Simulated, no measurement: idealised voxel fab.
This section sets out a process module, namely voxel wiring stack.
Square cells of 5 nm make up the cross-section cut, whose width is 160 nm.
Heads up, the way a cross-section reads in here is a grid of square cells, handed over as bands from the top down, with every band being one or more rows of cells.
The band entry comprises the height of the band's top followed by the height of its bottom, expressed in nm, and subsequently the band's materials from left to right, each stated together with its width in nm. Where a single material is marked with the word "full width", that material fills the band from edge to edge. The word "empty" represents empty space.
Heads up on the height convention: 0 is the point under which the incoming wafer is all one material, and the lowest band has no bottom, it just keeps going down, like "0 nm and below".
With a width like "30 to 40", each row of cells in the band differs from the next by the same amount, the top row carrying the first number and the bottom row the second.
No cell of the cross-section changed in a step that is given as "remained the same".
You'll see "Enclosed void inventory" listing empty spaces that have no way open to the top, as long as they're 8 cells or more; the notation is width x height at distance, where the distance is from the left edge, and all of it is in nm.
Read whatever lies past the settings on a step's line as the simulator's own remark about the step.
overlay nm: where the mask lay relative to plan, measured to the right, on steps with a mask; negatives go left.
# List of planned process steps
1) RECEIVE (material Si)
2) CONFORMAL_DEP (material SiO2; thk nm 15)
3) CONFORMAL_DEP (material SiN; thk nm 5)
4) DIRECTIONAL_DEP (material SiO2; thk nm 25)
5) PATTERN (tone open; mask id METAL_1; material resist; width nm 25; pitch nm 45; thk nm 15; overlay nm 0)
6) DIRECTIONAL_ETCH (etch materials SiO2; depth nm 25)
7) DIRECTIONAL_ETCH (etch materials SiN; depth nm 5)
8) STRIP (etch materials resist)
9) CONFORMAL_DEP (material TiN; thk nm 5)
10) FILL_DEP (material W; thk nm 5)
11) CMP (height nm 45)
12) CONFORMAL_DEP (material SiCN; thk nm 5)
13) DIRECTIONAL_DEP (material SiO2; thk nm 30)
14) DIRECTIONAL_DEP (material aC; thk nm 10)
15) PATTERN (tone open; mask id METAL_2_HOLES; material resist; width nm 15; pitch nm 90; thk nm 30; overlay nm 0)
16) DIRECTIONAL_ETCH (etch materials aC; depth nm 10)
17) STRIP (etch materials resist)
18) DIRECTIONAL_ETCH (etch materials SiO2; depth nm 30)
19) STRIP (etch materials aC)
20) DIRECTIONAL_DEP (material aC; thk nm 15)
21) PATTERN (tone open; mask id METAL_2; material resist; width nm 25; pitch nm 45; thk nm 35; overlay nm 0)
22) DIRECTIONAL_ETCH (etch materials aC; depth nm 15)
23) STRIP (etch materials resist)
24) DIRECTIONAL_ETCH (etch materials SiO2; depth nm 15)
25) DIRECTIONAL_ETCH (etch materials SiCN; depth nm 5)
26) STRIP (etch materials aC)
27) CONFORMAL_DEP (material TiN; thk nm 5)
28) FILL_DEP (material Cu; thk nm 10)
29) CMP (height nm 80)
30) CONFORMAL_DEP (material SiCN; thk nm 5)
# Incoming wafer in cross-section (state: after step 1)
	0 nm and below = Si full width
	Enclosed void inventory: none
# Module complete, cross-section. Starting point and plan per above. One mistake made in running the module
	85 nm to 80 nm = SiCN full width
	80 nm to 70 nm = SiO2: 20 / TiN: 5 / Cu: 15 / TiN: 5 / SiO2: 20 / TiN: 5 / Cu: 15 / TiN: 5 / SiO2: 20 / TiN: 5 / Cu: 15 / TiN: 5 / SiO2: 25
	70 nm to 65 nm = SiO2: 20 / TiN: 5 / Cu: 5 / TiN: 15 / SiO2: 20 / TiN: 25 / SiO2: 20 / TiN: 5 / Cu: 5 / TiN: 15 / SiO2: 25
	65 nm to 50 nm = SiO2: 20 / TiN: 5 / Cu: 5 / TiN: 5 / SiO2: 75 / TiN: 5 / Cu: 5 / TiN: 5 / SiO2: 35
	50 nm to 45 nm = SiCN: 20 / TiN: 15 / SiCN: 75 / TiN: 15 / SiCN: 35
	45 nm to 40 nm = TiN: 25 / W: 15 / TiN: 30 / W: 15 / TiN: 30 / W: 15 / TiN: 30
	40 nm to 20 nm = SiO2: 20 / TiN: 5 / W: 15 / TiN: 5 / SiO2: 20 / TiN: 5 / W: 15 / TiN: 5 / SiO2: 20 / TiN: 5 / W: 15 / TiN: 5 / SiO2: 25
	20 nm to 15 nm = SiO2: 20 / TiN: 25 / SiO2: 20 / TiN: 25 / SiO2: 20 / TiN: 25 / SiO2: 25
	15 nm to 0 nm = SiO2 full width
	0 nm and below = Si full width
	Enclosed void inventory: none
What was the processing mistake? the run left out plan step 3 entirely, so it was never executed
